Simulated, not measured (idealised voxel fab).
Proc. module: voxel spacer lines
This is section cut - it's 270 nm across, gridded in 5 nm square cells.
Cross-section spec: square-cell grid; bands listed top down; each band is one or more rows.
What a band's entry tells you: where the top is and where the bottom is, as heights in nm, and after that what lies inside, material by material from left to right, each with its width in nm. Empty space is written as the word "air", and a single material marked with the word "edge to edge" occupies the band from edge to edge.
A quick word on heights: they are counted from 0, and under that level the wafer as it came to us is one material throughout. The lowest band is different from the rest in having no bottom; it simply continues downward, written as in "z 0 and below".
With a width like "30..40", each row of cells in the band differs from the next by the same amount, the top row carrying the first number and the bottom row the second.
What does "no modifications" mean for a step? It means no cell of the cross-section changed in that step.
If an empty space has no open way to the top and is at least 8 cells in size, "Completely enclosed voids" lists it, written width x height at distance, where distance is measured from the left edge and every value is in nm.
Formally, on a step line, whatever follows the settings is a remark that the simulator itself makes on the step.
The optional step-line setting "overlay nm" applies to steps with a mask and quantifies how far to the right of its planned location the mask lay, a negative value indicating leftward placement.
## The steps planned for the process are as follows
1 RECEIVE, material Si
2 CONFORMAL_DEP, material SiO2, thk nm 10
3 DIRECTIONAL_DEP, material W, thk nm 15
4 DIRECTIONAL_DEP, material polySi, thk nm 30
5 PATTERN, tone cover, mask id MANDREL, material resist, width nm 25, pitch nm 80, thk nm 40, overlay nm 0
6 DIRECTIONAL_ETCH, etch materials polySi, depth nm 30
7 STRIP, etch materials resist
8 CONFORMAL_DEP, material SiN, thk nm 15
9 DIRECTIONAL_ETCH, etch materials SiN, depth nm 15
10 STRIP, etch materials polySi
11 DIRECTIONAL_ETCH, etch materials W, depth nm 15
12 STRIP, etch materials SiN
13 FILL_DEP, material SiO2, thk nm 10
14 CMP, height nm 25
## Here's what the wafer looked like in cross-section when it arrived - that's after step 1
* z 0 and below: Si edge to edge
* Completely enclosed voids: none
## The following cross-section depicts the wafer upon conclusion of the module. Processing commenced from the starting condition illustrated above and adhered to the plan illustrated above, save for one mistake in execution
* z 25 to 10: SiO2 75 nm / W 15 nm / SiO2 25 nm / W 15 nm / SiO2 25 nm / W 15 nm / SiO2 25 nm / W 15 nm / SiO2 60 nm
* z 10 to 0: SiO2 edge to edge
* z 0 and below: Si edge to edge
* Completely enclosed voids: none
It is concluded that the wafer was processed incorrectly with respect to the plan, in that step 5: run off-plan, actual operation and settings PATTERN, tone cover, mask id MANDREL, material resist, width nm 25, pitch nm 80, thk nm 40, overlay nm 10
